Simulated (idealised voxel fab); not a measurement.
Name of the process module below: voxel wiring stack
This is section cut - it's 175 nm across, gridded in 5 nm square cells.
Notation: cross-section as square-cell grid; stated in bands, top first, going down; one or more cell rows per band.
Quick guide to a band line: top height, bottom height (nm) up front; then every material left to right with its width in nm. Only one material and it's marked "everywhere"? Then it fills the band edge to edge. And "empty" just means empty space.
For the purposes of this specification, 0 denotes the height below which the wafer in its as-received condition is composed wholly of one material, and the lowermost band, lacking a lower limit, extends downward without end, as expressed in "top 0, no bottom".
With a width like "30 to 40", each row of cells in the band differs from the next by the same amount, the top row carrying the first number and the bottom row the second.
"nothing different" (step): cross-section cells unchanged, all of them.
The entry "Enclosed internal cavities" lists the empty spaces that cover at least 8 cells and have no open path to the top. Each is written as width x height at distance, where the distance is measured from the left edge and all three values are in nm.
after a step's settings: what the simulator itself notes on the step
"overlay nm" denotes, for a step that has a mask, the displacement of the mask to the right of its planned place, with negative values corresponding to the left.
THIS SECTION LISTS THE PROCESS STEPS THAT WERE PLANNED
| 1 | RECEIVE,material Si |
| 2 | CONFORMAL_DEP,material SiO2,thk nm 15 |
| 3 | DIRECTIONAL_DEP,material TiN,thk nm 5 |
| 4 | DIRECTIONAL_DEP,material W,thk nm 15 |
| 5 | DIRECTIONAL_DEP,material aC,thk nm 10 |
| 6 | PATTERN,tone cover,mask id METAL_1,material resist,width nm 25,pitch nm 55,thk nm 25,overlay nm 0 |
| 7 | DIRECTIONAL_ETCH,etch materials aC,depth nm 10 |
| 8 | STRIP,etch materials resist |
| 9 | DIRECTIONAL_ETCH,etch materials W,depth nm 15 |
| 10 | DIRECTIONAL_ETCH,etch materials TiN,depth nm 5 |
| 11 | STRIP,etch materials aC |
| 12 | CONFORMAL_DEP,material SiCN,thk nm 5 |
| 13 | FILL_DEP,material SiO2,thk nm 5 |
| 14 | CMP,height nm 35 |
| 15 | CONFORMAL_DEP,material SiCN,thk nm 5 |
| 16 | DIRECTIONAL_DEP,material lowk,thk nm 30 |
| 17 | MASKED_ETCH,tone open,mask id METAL_2_HOLES,width nm 15,etch materials lowk,depth nm 30,overlay nm 0 |
| 18 | MASKED_ETCH,tone open,mask id METAL_2,width nm 25,pitch nm 55,etch materials lowk,depth nm 20,overlay nm 0 |
| 19 | MASKED_ETCH,tone open,mask id METAL_2,width nm 25,pitch nm 55,etch materials SiCN,depth nm 5,overlay nm 0 |
| 20 | CONFORMAL_DEP,material TiN,thk nm 5 |
| 21 | FILL_DEP,material Cu,thk nm 10 |
| 22 | CMP,height nm 70 |
| 23 | CONFORMAL_DEP,material SiN,thk nm 5 |
FIRST OF TWO WAFERS, WITH THE RUN CARRIED OUT AS PLANNED
CROSS-SECTION OF THE WAFER UPON ARRIVAL, REPRESENTING THE STATE REACHED AFTER STEP 1
> top 0, no bottom: Si everywhere
> Enclosed internal cavities: none
CROSS-SECTION OF THE WAFER AFTER STEP 2
> top 15, bottom 0: SiO2 everywhere
> below 0: unchanged
CROSS-SECTION OF THE WAFER AFTER STEP 3
> top 20, bottom 15: TiN everywhere
> below 15: unchanged
CROSS-SECTION OF THE WAFER AFTER STEP 4
> top 35, bottom 20: W everywhere
> below 20: unchanged
CROSS-SECTION OF THE WAFER AFTER STEP 5
> top 45, bottom 35: aC everywhere
> below 35: unchanged
CROSS-SECTION OF THE WAFER AFTER STEP 6
> top 70, bottom 45: empty: 45, then resist: 25, then empty: 30, then resist: 25, then empty: 50
> below 45: unchanged
CROSS-SECTION OF THE WAFER AFTER STEP 7
> top 60, bottom 45: empty: 45, then resist: 25, then empty: 30, then resist: 25, then empty: 50
> top 45, bottom 35: empty: 45, then aC: 25, then empty: 30, then aC: 25, then empty: 50
> below 35: unchanged
CROSS-SECTION OF THE WAFER AFTER STEP 8
> top 45, bottom 35: empty: 45, then aC: 25, then empty: 30, then aC: 25, then empty: 50
> below 35: unchanged
CROSS-SECTION OF THE WAFER AFTER STEP 9
> top 45, bottom 35: empty: 45, then aC: 25, then empty: 30, then aC: 25, then empty: 50
> top 35, bottom 20: empty: 45, then W: 25, then empty: 30, then W: 25, then empty: 50
> below 20: unchanged
CROSS-SECTION OF THE WAFER AFTER STEP 10
> top 45, bottom 35: empty: 45, then aC: 25, then empty: 30, then aC: 25, then empty: 50
> top 35, bottom 20: empty: 45, then W: 25, then empty: 30, then W: 25, then empty: 50
> top 20, bottom 15: empty: 45, then TiN: 25, then empty: 30, then TiN: 25, then empty: 50
> below 15: unchanged
CROSS-SECTION OF THE WAFER AFTER STEP 11
> top 35, bottom 20: empty: 45, then W: 25, then empty: 30, then W: 25, then empty: 50
> below 20: unchanged
CROSS-SECTION OF THE WAFER AFTER STEP 12
> top 40, bottom 35: empty: 40, then SiCN: 35, then empty: 20, then SiCN: 35, then empty: 45
> top 35, bottom 20: empty: 40, then SiCN: 5, then W: 25, then SiCN: 5, then empty: 20, then SiCN: 5, then W: 25, then SiCN: 5, then empty: 45
> top 20, bottom 15: SiCN: 45, then TiN: 25, then SiCN: 30, then TiN: 25, then SiCN: 50
> below 15: unchanged
CROSS-SECTION OF THE WAFER AFTER STEP 13
> top 45, bottom 40: SiO2 everywhere
> top 40, bottom 35: SiO2: 40, then SiCN: 35, then SiO2: 20, then SiCN: 35, then SiO2: 45
> top 35, bottom 20: SiO2: 40, then SiCN: 5, then W: 25, then SiCN: 5, then SiO2: 20, then SiCN: 5, then W: 25, then SiCN: 5, then SiO2: 45
> below 20: unchanged
CROSS-SECTION OF THE WAFER AFTER STEP 14
> top 35, bottom 20: SiO2: 40, then SiCN: 5, then W: 25, then SiCN: 5, then SiO2: 20, then SiCN: 5, then W: 25, then SiCN: 5, then SiO2: 45
> below 20: unchanged
CROSS-SECTION OF THE WAFER AFTER STEP 15
> top 40, bottom 35: SiCN everywhere
> below 35: unchanged
CROSS-SECTION OF THE WAFER AFTER STEP 16
> top 70, bottom 40: lowk everywhere
> below 40: unchanged
CROSS-SECTION OF THE WAFER AFTER STEP 17
> top 70, bottom 40: lowk: 45, then empty: 15, then lowk: 115
> below 40: unchanged
CROSS-SECTION OF THE WAFER AFTER STEP 18
> top 70, bottom 50: lowk: 45, then empty: 25, then lowk: 30, then empty: 25, then lowk: 50
> below 50: unchanged
CROSS-SECTION OF THE WAFER AFTER STEP 19
> top 70, bottom 50: lowk: 45, then empty: 25, then lowk: 30, then empty: 25, then lowk: 50
> top 50, bottom 40: lowk: 45, then empty: 15, then lowk: 115
> top 40, bottom 35: SiCN: 45, then empty: 15, then SiCN: 115
> below 35: unchanged
CROSS-SECTION OF THE WAFER AFTER STEP 20
> top 75, bottom 70: TiN: 50, then empty: 15, then TiN: 40, then empty: 15, then TiN: 55
> top 70, bottom 55: lowk: 45, then TiN: 5, then empty: 15, then TiN: 5, then lowk: 30, then TiN: 5, then empty: 15, then TiN: 5, then lowk: 50
> top 55, bottom 50: lowk: 45, then TiN: 5, then empty: 5, then TiN: 15, then lowk: 30, then TiN: 25, then lowk: 50
> top 50, bottom 40: lowk: 45, then TiN: 5, then empty: 5, then TiN: 5, then lowk: 115
> top 40, bottom 35: SiCN: 45, then TiN: 15, then SiCN: 115
> below 35: unchanged
CROSS-SECTION OF THE WAFER AFTER STEP 21
> top 85, bottom 75: Cu everywhere
> top 75, bottom 70: TiN: 50, then Cu: 15, then TiN: 40, then Cu: 15, then TiN: 55
> top 70, bottom 55: lowk: 45, then TiN: 5, then Cu: 15, then TiN: 5, then lowk: 30, then TiN: 5, then Cu: 15, then TiN: 5, then lowk: 50
> top 55, bottom 50: lowk: 45, then TiN: 5, then Cu: 5, then TiN: 15, then lowk: 30, then TiN: 25, then lowk: 50
> top 50, bottom 40: lowk: 45, then TiN: 5, then Cu: 5, then TiN: 5, then lowk: 115
> below 40: unchanged
CROSS-SECTION OF THE WAFER AFTER STEP 22
> top 70, bottom 55: lowk: 45, then TiN: 5, then Cu: 15, then TiN: 5, then lowk: 30, then TiN: 5, then Cu: 15, then TiN: 5, then lowk: 50
> below 55: unchanged
CROSS-SECTION OF THE WAFER AFTER STEP 23
> top 75, bottom 70: SiN everywhere
> below 70: unchanged
THE SECOND WAFER: COMMON ORIGIN AND PLAN, ONE MISTAKE IN EXECUTION, IDENTICAL TO THE FIRST THROUGH STEP 17
CROSS-SECTIONAL REPRESENTATION OF THE SECOND WAFER AT THE TIME DESIGNATED IN THE PLAN FOR THE COMPLETION OF STEP 18
> top 70, bottom 50: lowk: 45, then empty: 20, then lowk: 40, then empty: 15, then lowk: 55
> below 50: unchanged
CROSS-SECTIONAL REPRESENTATION OF THE SECOND WAFER AT THE TIME DESIGNATED IN THE PLAN FOR THE COMPLETION OF STEP 19
> top 70, bottom 50: lowk: 45, then empty: 20, then lowk: 40, then empty: 15, then lowk: 55
> top 50, bottom 40: lowk: 45, then empty: 15, then lowk: 115
> top 40, bottom 35: SiCN: 45, then empty: 15, then SiCN: 115
> below 35: unchanged
CROSS-SECTIONAL REPRESENTATION OF THE SECOND WAFER AT THE TIME DESIGNATED IN THE PLAN FOR THE COMPLETION OF STEP 20
> top 75, bottom 70: TiN: 50, then empty: 10, then TiN: 50, then empty: 5, then TiN: 60
> top 70, bottom 55: lowk: 45, then TiN: 5, then empty: 10, then TiN: 5, then lowk: 40, then TiN: 5, then empty: 5, then TiN: 5, then lowk: 55
> top 55, bottom 50: lowk: 45, then TiN: 5, then empty: 5, then TiN: 10, then lowk: 40, then TiN: 15, then lowk: 55
> top 50, bottom 40: lowk: 45, then TiN: 5, then empty: 5, then TiN: 5, then lowk: 115
> top 40, bottom 35: SiCN: 45, then TiN: 15, then SiCN: 115
> below 35: unchanged
CROSS-SECTIONAL REPRESENTATION OF THE SECOND WAFER AT THE TIME DESIGNATED IN THE PLAN FOR THE COMPLETION OF STEP 21
> top 85, bottom 75: Cu everywhere
> top 75, bottom 70: TiN: 50, then Cu: 10, then TiN: 50, then Cu: 5, then TiN: 60
> top 70, bottom 55: lowk: 45, then TiN: 5, then Cu: 10, then TiN: 5, then lowk: 40, then TiN: 5, then Cu: 5, then TiN: 5, then lowk: 55
> top 55, bottom 50: lowk: 45, then TiN: 5, then Cu: 5, then TiN: 10, then lowk: 40, then TiN: 15, then lowk: 55
> top 50, bottom 40: lowk: 45, then TiN: 5, then Cu: 5, then TiN: 5, then lowk: 115
> below 40: unchanged
CROSS-SECTIONAL REPRESENTATION OF THE SECOND WAFER AT THE TIME DESIGNATED IN THE PLAN FOR THE COMPLETION OF STEP 22
> top 70, bottom 55: lowk: 45, then TiN: 5, then Cu: 10, then TiN: 5, then lowk: 40, then TiN: 5, then Cu: 5, then TiN: 5, then lowk: 55
> below 55: unchanged
CROSS-SECTIONAL REPRESENTATION OF THE SECOND WAFER AT THE TIME DESIGNATED IN THE PLAN FOR THE COMPLETION OF STEP 23
> top 75, bottom 70: SiN everywhere
> below 70: unchanged
What was the processing mistake? step 18, actual vs plan mismatch, actual run MASKED_ETCH,tone open,mask id METAL_2,width nm 15,pitch nm 55,etch materials lowk,depth nm 20,overlay nm 0
Materials where the second wafer ends with more or fewer cells than the first: Cu -9, TiN -3, lowk +12
